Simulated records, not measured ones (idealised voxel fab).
process module | voxel self aligned vias
cross-section cut | 190 nm wide | cells 5 nm
A cross-section is a grid of square cells, given in bands from the top down. A band is one or more rows of cells.
Each band's line starts with the height of the band's top and of its bottom, in nm. Then come its materials from left to right, each with its width in nm. One material with "throughout" fills the band from edge to edge. "air" is empty space.
Height 0 is the level under which the wafer as received is all one material. The lowest band goes on downwards, as in "0 down".
A width such as "30 to 40" changes by the same amount from each row of cells to the next, from the band's top row to its bottom row.
"no change" after a step means that no cell of the cross-section changed.
closed voids: empty space of 8 cells or more with no open way to the top, each as width x height at its distance from the left edge, in nm
after a step's settings: what the simulator itself notes on the step
overlay nm, on a step with a mask: how far to the right of its planned place the mask lay; to the left if negative
plan
1 op RECEIVE | material Si
2 op CONFORMAL_DEP | material SiO2 | thk nm 10
3 op CONFORMAL_DEP | material SiCN | thk nm 5
4 op DIRECTIONAL_DEP | material lowk | thk nm 20
5 op PATTERN | tone open | mask id LINES | material resist | width nm 20 | pitch nm 55 | thk nm 20 | overlay nm 0
6 op DIRECTIONAL_ETCH | etch materials lowk | depth nm 20
7 op STRIP | etch materials resist
8 op CONFORMAL_DEP | material TiN | thk nm 5
9 op FILL_DEP | material W | thk nm 10
10 op CMP | height nm 35
11 op SELECTIVE_ETCH | etch materials W Ru TiN | depth nm 10
12 op FILL_DEP | material SiN | thk nm 10
13 op CMP | height nm 35
14 op DIRECTIONAL_DEP | material lowk | thk nm 15
15 op DIRECTIONAL_DEP | material aC | thk nm 15
16 op PATTERN | tone open | mask id VIAS | material resist | width nm 30 | pitch nm 55 | thk nm 30 | overlay nm 0
17 op DIRECTIONAL_ETCH | etch materials aC | depth nm 15
18 op STRIP | etch materials resist
19 op DIRECTIONAL_ETCH | etch materials lowk | depth nm 15
20 op DIRECTIONAL_ETCH | etch materials SiN | depth nm 10
21 op STRIP | etch materials aC
22 op CONFORMAL_DEP | material TiN | thk nm 5
23 op FILL_DEP | material W | thk nm 10
24 op CMP | height nm 50
25 op CONFORMAL_DEP | material SiCN | thk nm 5
as received, after step 1
  0 down: Si throughout
  closed voids: none
a wafer at the end: this start, this plan, one mistake
  55 to 50: SiCN throughout
  50 to 30: lowk 25 | TiN 5 | W 20 | TiN 5 | lowk 25 | TiN 5 | W 20 | TiN 5 | lowk 25 | TiN 5 | W 20 | TiN 5 | lowk 25
  30 to 25: lowk 25 | TiN 30 | lowk 25 | TiN 30 | lowk 25 | TiN 30 | lowk 25
  25 to 20: lowk 25 | TiN 10 | W 10 | TiN 10 | lowk 25 | TiN 10 | W 10 | TiN 10 | lowk 25 | TiN 10 | W 10 | TiN 10 | lowk 25
  20 to 15: lowk 30 | TiN 20 | lowk 35 | TiN 20 | lowk 35 | TiN 20 | lowk 30
  15 to 10: SiCN throughout
  10 to 0: SiO2 throughout
  0 down: Si throughout
  closed voids: none
what went wrong: step 19 was run twice
